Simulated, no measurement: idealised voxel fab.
process module | voxel air gaps
cross-section cut | 265 nm wide | cells 5 nm
A cross-section is a grid of square cells, given in bands from the top down. A band is one or more rows of cells.
Each band's line starts with the height of the band's top and of its bottom, in nm. Then come its materials from left to right, each with its width in nm. One material with "throughout" fills the band from edge to edge. "air" is empty space.
Height 0 is the level under which the wafer as received is all one material. The lowest band goes on downwards, as in "0 down".
A width such as "30 to 40" changes by the same amount from each row of cells to the next, from the band's top row to its bottom row.
"no change" after a step means that no cell of the cross-section changed.
closed voids: empty space of 8 cells or more with no open way to the top, each as width x height at its distance from the left edge, in nm
after a step's settings: what the simulator itself notes on the step
overlay nm, on a step with a mask: how far to the right of its planned place the mask lay; to the left if negative
plan
1 op RECEIVE | material Si
2 op CONFORMAL_DEP | material SiO2 | thk nm 10
3 op CONFORMAL_DEP | material SiCN | thk nm 5
4 op DIRECTIONAL_DEP | material lowk | thk nm 40
5 op MASKED_ETCH | tone open | mask id LINES | width nm 20 | pitch nm 45 | etch materials lowk | depth nm 40 | overlay nm 0
6 op CONFORMAL_DEP | material TiN | thk nm 5
7 op FILL_DEP | material W | thk nm 5
8 op CMP | height nm 55
9 op EPI | material Ru | thk nm 10
10 op SELECTIVE_ETCH | etch materials lowk | depth nm 50
11 op CONFORMAL_DEP | material SiCN | thk nm 5
as received, after step 1
  0 down: Si throughout
  closed voids: none
first wafer at the end, as planned
  70 to 65: air 60 | SiCN 140 | air 65
  65 to 55: air 60 | SiCN 5 | Ru 40 | SiCN 5 | Ru 40 | SiCN 5 | Ru 40 | SiCN 5 | air 65
  55 to 50: air 60 | SiCN 15 | TiN 5 | W 10 | TiN 5 | SiCN 25 | TiN 5 | W 10 | TiN 5 | SiCN 25 | TiN 5 | W 10 | TiN 5 | SiCN 15 | air 65
  50 to 20: air 70 | SiCN 5 | TiN 5 | W 10 | TiN 5 | SiCN 5 | air 15 | SiCN 5 | TiN 5 | W 10 | TiN 5 | SiCN 5 | air 15 | SiCN 5 | TiN 5 | W 10 | TiN 5 | SiCN 5 | air 75
  20 to 15: SiCN 75 | TiN 20 | SiCN 25 | TiN 20 | SiCN 25 | TiN 20 | SiCN 80
  15 to 10: SiCN throughout
  10 to 0: SiO2 throughout
  0 down: Si throughout
  closed voids: 15 x 30 at 100; 15 x 30 at 145
second wafer at the end: like start, like plan, one mistake
  70 to 65: air 60 | SiCN 140 | air 65
  65 to 55: air 60 | SiCN 5 | Ru 40 | SiCN 5 | Ru 40 | SiCN 5 | Ru 40 | SiCN 5 | air 65
  55 to 50: air 60 | SiCN 15 | TiN 5 | W 10 | TiN 5 | SiCN 25 | TiN 5 | W 10 | TiN 5 | SiCN 25 | TiN 5 | W 10 | TiN 5 | SiCN 15 | air 65
  50 to 20: air 70 | SiCN 5 | TiN 5 | W 10 | TiN 5 | SiCN 5 | air 15 | SiCN 5 | TiN 5 | W 10 | TiN 5 | SiCN 5 | air 15 | SiCN 5 | TiN 5 | W 10 | TiN 5 | SiCN 5 | air 75
  20 to 15: SiCN 75 | TiN 20 | SiCN 25 | TiN 20 | SiCN 25 | TiN 20 | SiCN 80
  15 to 5: SiO2 throughout
  5 to 0: SiCN throughout
  0 down: Si throughout
  closed voids: 15 x 30 at 100; 15 x 30 at 145
what went wrong: steps 2 and 3 were swapped
at the end the second wafer has, in cells: as many of each material as the first, in other places
